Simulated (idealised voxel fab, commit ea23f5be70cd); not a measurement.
Process module name: voxel self aligned contacts
275 nm wide, 5 nm square cells: that's cross-section cut.
We lay out every cross-section as a grid of square cells and spell it out in bands from the top down, where one band means one or more rows of cells.
Basically the band line says how high the top is and how high the bottom is, in nm, and then what's in it from left to right, every material with its width in nm. Empty space shows up as "empty", and if a single material carries "throughout" it runs the full band edge to edge.
Heads up on the height convention: 0 is the point under which the incoming wafer is all one material, and the lowest band has no bottom, it just keeps going down, like "0 nm and below".
Per-row width for "30->40": begins at first number (top row of band), ends at second number (bottom row), increment between rows held constant.
Take "remained the same" at face value: in the step it is given for, the cross-section changed in none of its cells.
If an empty space has no open way to the top and is at least 8 cells in size, "Enclosed internal voids" lists it, written width x height at distance, where distance is measured from the left edge and every value is in nm.
Post-settings text on a step line: simulator's own remark regarding the step.
The setting "overlay nm" may be written on the line of a step. When the step uses a mask, the value reports how far to the right of the planned place the mask lay, and a negative value reports that it lay to the left.
# Below is the list of planned process steps
1: op RECEIVE | material Si
2: op OXIDIZE | depth nm 5
3: op DIRECTIONAL_DEP | material polySi | thk nm 30
4: op DIRECTIONAL_DEP | material SiN | thk nm 20
5: op PATTERN | tone cover | mask id GATE | material resist | width nm 35 | pitch nm 65 | thk nm 20 | overlay nm 0
6: op DIRECTIONAL_ETCH | etch materials SiN | depth nm 20
7: op DIRECTIONAL_ETCH | etch materials polySi | depth nm 30
8: op STRIP | etch materials resist
9: op CONFORMAL_DEP | material SiN | thk nm 5
10: op DIRECTIONAL_ETCH | etch materials SiN | depth nm 5
11: op FILL_DEP | material SiO2 | thk nm 10
12: op CMP | height nm 55
13: op PATTERN | tone open | mask id CONTACT | material resist | width nm 40 | pitch nm 65 | thk nm 15 | overlay nm 0
14: op DIRECTIONAL_ETCH | etch materials SiO2 | depth nm 60
15: op STRIP | etch materials resist
16: op CONFORMAL_DEP | material TiN | thk nm 5
17: op FILL_DEP | material W | thk nm 5
18: op CMP | height nm 55
19: op CONFORMAL_DEP | material SiCN | thk nm 5
# Shown in cross-section is the wafer as received, that is, as it stands after step 1
- 0 nm and below | Si throughout
- Enclosed internal voids: none
# Cross-section: first of two wafers, module finished, run according to plan
- 60 nm to 55 nm | SiCN throughout
- 55 nm to 50 nm | SiO2 85 | TiN 15 | W 10 | TiN 15 | SiO2 25 | TiN 15 | W 10 | TiN 15 | SiO2 85
- 50 nm to 30 nm | SiO2 50 | SiN 45 | TiN 5 | W 10 | TiN 5 | SiN 45 | TiN 5 | W 10 | TiN 5 | SiN 45 | SiO2 50
- 30 nm to 0 nm | SiO2 50 | SiN 5 | polySi 35 | SiN 5 | TiN 5 | W 10 | TiN 5 | SiN 5 | polySi 35 | SiN 5 | TiN 5 | W 10 | TiN 5 | SiN 5 | polySi 35 | SiN 5 | SiO2 50
- 0 nm to -5 nm | SiO2 95 | TiN 20 | SiO2 45 | TiN 20 | SiO2 95
- -5 nm and below | Si throughout
- Enclosed internal voids: none
# End-of-module cross-section of the second wafer: identical starting point and process plan to the first, with one processing mistake
- 60 nm to 55 nm | SiCN throughout
- 55 nm to 50 nm | SiO2 85 | TiN 15 | W 10 | TiN 15 | SiO2 25 | TiN 15 | W 10 | TiN 15 | SiO2 85
- 50 nm to 30 nm | SiO2 50 | SiN 45 | TiN 5 | W 10 | TiN 5 | SiN 45 | TiN 5 | W 10 | TiN 5 | SiN 45 | SiO2 50
- 30 nm to 25 nm | SiO2 95 | TiN 20 | SiO2 45 | TiN 20 | SiO2 95
- 25 nm to 0 nm | polySi throughout
- 0 nm and below | Si throughout
- Enclosed internal voids: none
Plan not followed: sequence error: steps 2 and 3 interchanged
Final tally in cells, some materials are higher or lower on the second wafer than on the first: Si +55 | SiN -36 | SiO2 -120 | TiN -24 | W -24 | polySi +149
